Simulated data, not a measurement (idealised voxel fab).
The following process module bears the name voxel tone inversion.
cross-section cut | 145 nm wide | cells 5 nm
Cross-sections here: square-cell grids, written as top-down lists of bands, a band being one or more rows of cells.
It is stipulated that each band's entry specify, in nanometres, the height of the top of the band and then that of its bottom, followed by the materials of the band in left-to-right sequence, each together with its width in nanometres. A single material marked by the word "throughout" is understood to fill the band from edge to edge; the word "air" is understood to denote empty space.
Note: height 0 marks the level under which the wafer is uniformly one material as received. Lowest band unbounded below, written "from 0 down".
Note: "30->40" means the width goes from the first number (top row of the band) to the second number (bottom row) in equal steps per row of cells.
Basically "remained unchanged" means that step didn't change any cell in the cross-section.
For the entry "Closed void listing", the listed items are empty spaces with no open way to the top whose size is 8 cells or more; each item follows the pattern width x height at distance, where distance is from the left edge and all three are in nm.
Where a step's line continues beyond its settings, the continuation is a remark by the simulator itself on that step.
For masked steps, "overlay nm" on the step line gives how far right of plan the mask actually lay; a minus sign means it lay to the left.
-- Steps planned for the process
step 1: RECEIVE: material Si
step 2: CONFORMAL_DEP: material SiCN, thk nm 10
step 3: DIRECTIONAL_DEP: material polySi, thk nm 15
step 4: PATTERN: tone cover, mask id POSTS, material resist, width nm 20, pitch nm 40, thk nm 25, overlay nm 0
step 5: DIRECTIONAL_ETCH: etch materials polySi, depth nm 15
step 6: STRIP: etch materials resist
step 7: FILL_DEP: material lowk, thk nm 5
step 8: CMP: height nm 25
step 9: STRIP: etch materials polySi
step 10: CONFORMAL_DEP: material TiN, thk nm 5
step 11: FILL_DEP: material Cu, thk nm 10
step 12: CMP: height nm 25
step 13: CONFORMAL_DEP: material SiN, thk nm 5
-- Cross-sectional view of the wafer in its as-received condition, corresponding to the state after step 1
- from 0 down  Si throughout
- Closed void listing: none
-- Post-module cross-section: identical start and plan to those above, one misstep in execution
- from 30 to 25  SiN throughout
- from 25 to 20  20 lowk  5 TiN  10 Cu  5 TiN  20 lowk  5 TiN  10 Cu  5 TiN  20 lowk  5 TiN  10 Cu  5 TiN  25 lowk
- from 20 to 15  20 lowk  20 TiN  20 lowk  20 TiN  20 lowk  20 TiN  25 lowk
- from 15 to 0  SiCN throughout
- from 0 down  Si throughout
- Closed void listing: none
The plan and the run diverged here: step 2, actual vs plan mismatch, actual run CONFORMAL_DEP: material SiCN, thk nm 15
